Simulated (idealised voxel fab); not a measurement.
process module | voxel spacer lines
The cross-section on display is named cut; it measures 225 nm wide, and its cells are 5 nm squares.
How to read a cross-section here: the picture is a grid of square cells, written as bands going from the top down, and any band can span one or more rows of cells. Per band: top height and bottom height in nm, followed by the left-to-right materials and their widths in nm; "everywhere" marks a single material spanning edge to edge, "air" marks empty space. For the purposes of this specification, 0 denotes the height below which the wafer in its as-received condition is composed wholly of one material, and the lowermost band, lacking a lower limit, extends downward without end, as expressed in "0 and below". Width: "30 to 40" (first number = top row, second number = bottom row, same change from row to row of cells). Key: "no modification" - step with no changed cell in the cross-section. Entry "Enclosed void list" = empty spaces >= 8 cells with no open way to the top; each as width x height at distance, distance from left edge, all nm. The remark found on a step's line after its settings is issued by the simulator itself and pertains to that step. Among the settings permitted on a step's line is "overlay nm"; applied to a step with a mask, it specifies the extent to which the mask lay to the right of its planned position, whereas a negative figure signifies a position to the left.
The steps planned for the process are as follows:
1 RECEIVE [material Si]
2 CONFORMAL_DEP [material Al2O3] [thk nm 10]
3 DIRECTIONAL_DEP [material polySi] [thk nm 10]
4 DIRECTIONAL_DEP [material aC] [thk nm 25]
5 PATTERN [tone cover] [mask id MANDREL] [material resist] [width nm 25] [pitch nm 70] [thk nm 30] [overlay nm 0]
6 DIRECTIONAL_ETCH [etch materials aC] [depth nm 25]
7 STRIP [etch materials resist]
8 CONFORMAL_DEP [material SiO2] [thk nm 10]
9 DIRECTIONAL_ETCH [etch materials SiO2] [depth nm 10]
10 STRIP [etch materials aC]
11 DIRECTIONAL_ETCH [etch materials polySi] [depth nm 10]
12 STRIP [etch materials SiO2]
Wafer as received: cross-section following step 1:
0 and below: Si everywhere
Enclosed void list: none
As-planned run: cross-section of the first of two wafers at end of module:
20 down to 10: air: 55; polySi: 10; air: 25; polySi: 10; air: 25; polySi: 10; air: 25; polySi: 10; air: 55
10 down to 0: Al2O3 everywhere
0 and below: Si everywhere
Enclosed void list: none
Module end: cross-section of wafer two of two. Same start and process plan as the first wafer. One mistake during execution:
35 down to 10: aC everywhere
10 down to 0: Al2O3 everywhere
0 and below: Si everywhere
Enclosed void list: none
Misprocessing identified: steps 3 and 4 were swapped
End of process, cell counts, second wafer against first, materials with more or fewer: aC: 225 more, polySi: 16 fewer
